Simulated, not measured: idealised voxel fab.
process module | voxel air gaps
cross-section cut | 285 nm wide | cells 5 nm
A cross-section is a grid of square cells, given in bands from the top down. A band is one or more rows of cells.
Each band's line starts with the height of the band's top and of its bottom, in nm. Then come its materials from left to right, each with its width in nm. One material with "throughout" fills the band from edge to edge. "air" is empty space.
Height 0 is the level under which the wafer as received is all one material. The lowest band goes on downwards, as in "0 down".
A width such as "30 to 40" changes by the same amount from each row of cells to the next, from the band's top row to its bottom row.
"no change" after a step means that no cell of the cross-section changed.
closed voids: empty space of 8 cells or more with no open way to the top, each as width x height at its distance from the left edge, in nm
after a step's settings: what the simulator itself notes on the step
overlay nm, on a step with a mask: how far to the right of its planned place the mask lay; to the left if negative
plan
1 op RECEIVE | material Si
2 op CONFORMAL_DEP | material SiO2 | thk nm 15
3 op CONFORMAL_DEP | material SiN | thk nm 5
4 op DIRECTIONAL_DEP | material lowk | thk nm 30
5 op MASKED_ETCH | tone open | mask id LINES | width nm 20 | pitch nm 50 | etch materials lowk | depth nm 30 | overlay nm 0
6 op CONFORMAL_DEP | material TiN | thk nm 5
7 op FILL_DEP | material Cu | thk nm 10
8 op CMP | height nm 50
9 op EPI | material Ru | thk nm 10
10 op SELECTIVE_ETCH | etch materials lowk | depth nm 40
11 op CONFORMAL_DEP | material SiCN | thk nm 5
as received, after step 1
  0 down: Si throughout
  closed voids: none
first wafer at the end, as planned
  65 to 60: air 40 | SiCN 200 | air 45
  60 to 50: air 40 | SiCN 5 | Ru 40 | SiCN 10 | Ru 40 | SiCN 10 | Ru 40 | SiCN 10 | Ru 40 | SiCN 5 | air 45
  50 to 45: air 40 | SiCN 15 | TiN 5 | Cu 10 | TiN 5 | SiCN 30 | TiN 5 | Cu 10 | TiN 5 | SiCN 30 | TiN 5 | Cu 10 | TiN 5 | SiCN 30 | TiN 5 | Cu 10 | TiN 5 | SiCN 15 | air 45
  45 to 25: air 50 | SiCN 5 | TiN 5 | Cu 10 | TiN 5 | SiCN 5 | air 20 | SiCN 5 | TiN 5 | Cu 10 | TiN 5 | SiCN 5 | air 20 | SiCN 5 | TiN 5 | Cu 10 | TiN 5 | SiCN 5 | air 20 | SiCN 5 | TiN 5 | Cu 10 | TiN 5 | SiCN 5 | air 55
  25 to 20: SiCN 55 | TiN 20 | SiCN 30 | TiN 20 | SiCN 30 | TiN 20 | SiCN 30 | TiN 20 | SiCN 60
  20 to 15: SiN throughout
  15 to 0: SiO2 throughout
  0 down: Si throughout
  closed voids: 20 x 20 at 80; 20 x 20 at 130; 20 x 20 at 180
second wafer at the end: like start, like plan, one mistake
  65 to 60: air 40 | SiCN 200 | air 45
  60 to 50: air 40 | SiCN 5 | Ru 40 | SiCN 10 | Ru 40 | SiCN 10 | Ru 40 | SiCN 10 | Ru 40 | SiCN 5 | air 45
  50 to 45: air 40 | SiCN 15 | TiN 5 | Cu 10 | TiN 5 | SiCN 30 | TiN 5 | Cu 10 | TiN 5 | SiCN 30 | TiN 5 | Cu 10 | TiN 5 | SiCN 30 | TiN 5 | Cu 10 | TiN 5 | SiCN 15 | air 45
  45 to 25: air 50 | SiCN 5 | TiN 5 | Cu 10 | TiN 5 | SiCN 5 | air 20 | SiCN 5 | TiN 5 | Cu 10 | TiN 5 | SiCN 5 | air 20 | SiCN 5 | TiN 5 | Cu 10 | TiN 5 | SiCN 5 | air 20 | SiCN 5 | TiN 5 | Cu 10 | TiN 5 | SiCN 5 | air 55
  25 to 20: SiCN 55 | TiN 20 | SiCN 30 | TiN 20 | SiCN 30 | TiN 20 | SiCN 30 | TiN 20 | SiCN 60
  20 to 5: SiO2 throughout
  5 to 0: SiN throughout
  0 down: Si throughout
  closed voids: 20 x 20 at 80; 20 x 20 at 130; 20 x 20 at 180
what went wrong: steps 2 and 3 were swapped
at the end the second wafer has, in cells: as many of each material as the first, in other places
